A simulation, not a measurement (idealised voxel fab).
The name of this process module is voxel transistor to metal.
The figure presents cross-section cut, which has a width of 160 nm and is divided into square cells with an edge length of 5 nm.
Reading order for cross-sections: top band down to bottom band. Underlying form: a grid of square cells. Band size: one or more rows of cells.
Per band: top height and bottom height in nm, followed by the left-to-right materials and their widths in nm; "everywhere" marks a single material spanning edge to edge, "empty" marks empty space.
Convention: height 0 is the level below which the wafer, as received, is all one material. The lowest band does not terminate at the bottom but continues downward, represented as "0 nm and below".
When a width is written as two numbers, as in "30->40", the first number is the width in the top row of cells of the band and the second is the width in its bottom row, and the width changes by the same amount from each row to the next.
"no alteration" for a step: no cell of the cross-section changed in that step.
Listed in "Unvented cavities": every empty space of 8 or more cells without an open way to the top. Form: width x height at distance, the distance being from the left edge, all in nm.
Whatever follows a step's settings on its line is a remark the simulator itself makes about that step.
The setting "overlay nm" may be written on the line of a step. When the step uses a mask, the value reports how far to the right of the planned place the mask lay, and a negative value reports that it lay to the left.

Process steps - plan
- 1: RECEIVE, material Si
- 2: CONFORMAL_DEP, material SiO2, thk nm 5
- 3: CONFORMAL_DEP, material SiN, thk nm 15
- 4: MASKED_ETCH, tone cover, mask id ACTIVE, width nm 125, etch materials SiN, depth nm 15, overlay nm 0
- 5: MASKED_ETCH, tone cover, mask id ACTIVE, width nm 125, etch materials SiO2, depth nm 5, overlay nm 0
- 6: MASKED_ETCH, tone cover, mask id ACTIVE, width nm 125, etch materials Si, depth nm 25, overlay nm 0
- 7: FILL_DEP, material SiO2, thk nm 15
- 8: CMP, height nm 20
- 9: SELECTIVE_ETCH, etch materials SiO2, depth nm 15
- 10: STRIP, etch materials SiN
- 11: SELECTIVE_ETCH, etch materials SiO2, depth nm 5
- 12: OXIDIZE, depth nm 5
- 13: DIRECTIONAL_DEP, material polySi, thk nm 30
- 14: DIRECTIONAL_DEP, material SiCN, thk nm 10
- 15: DIRECTIONAL_DEP, material aC, thk nm 10
- 16: PATTERN, tone cover, mask id GATE, material resist, width nm 25, thk nm 25, overlay nm 0
- 17: DIRECTIONAL_ETCH, etch materials aC, depth nm 10
- 18: STRIP, etch materials resist
- 19: DIRECTIONAL_ETCH, etch materials SiCN, depth nm 20
- 20: DIRECTIONAL_ETCH, etch materials polySi, depth nm 40
- 21: STRIP, etch materials aC
- 22: CONFORMAL_DEP, material SiO2, thk nm 5
- 23: DIRECTIONAL_ETCH, etch materials SiO2, depth nm 5
- 24: CONFORMAL_DEP, material SiN, thk nm 10
- 25: DIRECTIONAL_ETCH, etch materials SiN, depth nm 10
- 26: DIRECTIONAL_ETCH, etch materials SiO2, depth nm 5
- 27: EPI, material pSi, thk nm 5
- 28: FILL_DEP, material SiO2, thk nm 10
- 29: CMP, height nm 30
- 30: STRIP, etch materials polySi
- 31: SELECTIVE_ETCH, etch materials SiO2, depth nm 5
- 32: CONFORMAL_DEP, material HfO2, thk nm 5
- 33: CONFORMAL_DEP, material TiN, thk nm 5
- 34: FILL_DEP, material W, thk nm 5
- 35: CMP, height nm 25
- 36: DIRECTIONAL_DEP, material SiO2, thk nm 10
- 37: PATTERN, tone open, mask id CONTACT, material resist, width nm 20, pitch nm 85, thk nm 20, overlay nm 0
- 38: DIRECTIONAL_ETCH, etch materials SiO2, depth nm 35
- 39: STRIP, etch materials resist
- 40: CONFORMAL_DEP, material TiN, thk nm 5
- 41: FILL_DEP, material Ru, thk nm 5
- 42: CMP, height nm 35
- 43: DIRECTIONAL_DEP, material TiN, thk nm 5
- 44: DIRECTIONAL_DEP, material W, thk nm 25
- 45: MASKED_ETCH, tone cover, mask id METAL_1, width nm 20, pitch nm 85, etch materials W, depth nm 25, overlay nm 0
- 46: MASKED_ETCH, tone cover, mask id METAL_1, width nm 20, pitch nm 85, etch materials TiN, depth nm 5, overlay nm 0
- 47: CONFORMAL_DEP, material SiCN, thk nm 5
- 48: FILL_DEP, material lowk, thk nm 10
- 49: CMP, height nm 65
- 50: CONFORMAL_DEP, material SiCN, thk nm 5
- 51: DIRECTIONAL_DEP, material SiO2, thk nm 25
- 52: MASKED_ETCH, tone open, mask id METAL_2, width nm 20, pitch nm 85, etch materials SiO2, depth nm 15, overlay nm 0
- 53: DIRECTIONAL_DEP, material aC, thk nm 15
- 54: PATTERN, tone open, mask id METAL_2_HOLES, material resist, width nm 15, pitch nm 85, thk nm 30, overlay nm 0
- 55: DIRECTIONAL_ETCH, etch materials aC, depth nm 15
- 56: STRIP, etch materials resist
- 57: DIRECTIONAL_ETCH, etch materials SiO2, depth nm 10
- 58: DIRECTIONAL_ETCH, etch materials SiCN, depth nm 5
- 59: STRIP, etch materials aC
- 60: CONFORMAL_DEP, material TiN, thk nm 5
- 61: FILL_DEP, material Cu, thk nm 5
- 62: CMP, height nm 95
- 63: CONFORMAL_DEP, material SiCN, thk nm 5

As-received state of the wafer in cross-section, equivalent to post-step 1
0 nm and below | Si everywhere
Unvented cavities: none

The following cross-section depicts the wafer upon conclusion of the module. Processing commenced from the starting condition illustrated above and adhered to the plan illustrated above, save for one mistake in execution
100 nm to 95 nm | SiCN everywhere
95 nm to 85 nm | SiO2 25, then TiN 5, then Cu 10, then TiN 5, then SiO2 65, then TiN 5, then Cu 10, then TiN 5, then SiO2 30
85 nm to 80 nm | SiO2 25, then TiN 5, then Cu 5, then TiN 10, then SiO2 65, then TiN 5, then Cu 5, then TiN 10, then SiO2 30
80 nm to 70 nm | SiO2 25, then TiN 5, then Cu 5, then TiN 5, then SiO2 70, then TiN 5, then Cu 5, then TiN 5, then SiO2 35
70 nm to 65 nm | SiCN 25, then TiN 15, then SiCN 70, then TiN 15, then SiCN 35
65 nm to 40 nm | lowk 20, then SiCN 5, then W 20, then SiCN 5, then lowk 55, then SiCN 5, then W 20, then SiCN 5, then lowk 25
40 nm to 35 nm | SiCN 25, then TiN 20, then SiCN 65, then TiN 20, then SiCN 30
35 nm to 30 nm | Ru 20, then TiN 5, then SiO2 20, then TiN 5, then Ru 55, then TiN 5, then SiO2 20, then TiN 5, then Ru 25
30 nm to 25 nm | Ru 20, then TiN 5, then SiO2 20, then TiN 65, then SiO2 20, then TiN 5, then Ru 25
25 nm to 5 nm | Ru 20, then TiN 5, then SiO2 20, then TiN 5, then SiN 10, then HfO2 5, then TiN 5, then W 15, then TiN 5, then HfO2 5, then SiN 10, then TiN 5, then SiO2 20, then TiN 5, then Ru 25
5 nm to 0 nm | TiN 25, then SiO2 20, then TiN 5, then SiN 10, then HfO2 5, then TiN 25, then HfO2 5, then SiN 10, then TiN 5, then SiO2 20, then TiN 30
0 nm to -5 nm | SiO2 10, then pSi 40, then SiO2 10, then HfO2 35, then SiO2 10, then pSi 40, then SiO2 15
-5 nm to -25 nm | SiO2 15, then Si 125, then SiO2 20
-25 nm and below | Si everywhere
Unvented cavities: none
Short version of what went wrong: so step 37 ended up running with a different setting than we planned, it ran as PATTERN, tone cover, mask id CONTACT, material resist, width nm 20, pitch nm 85, thk nm 20, overlay nm 0
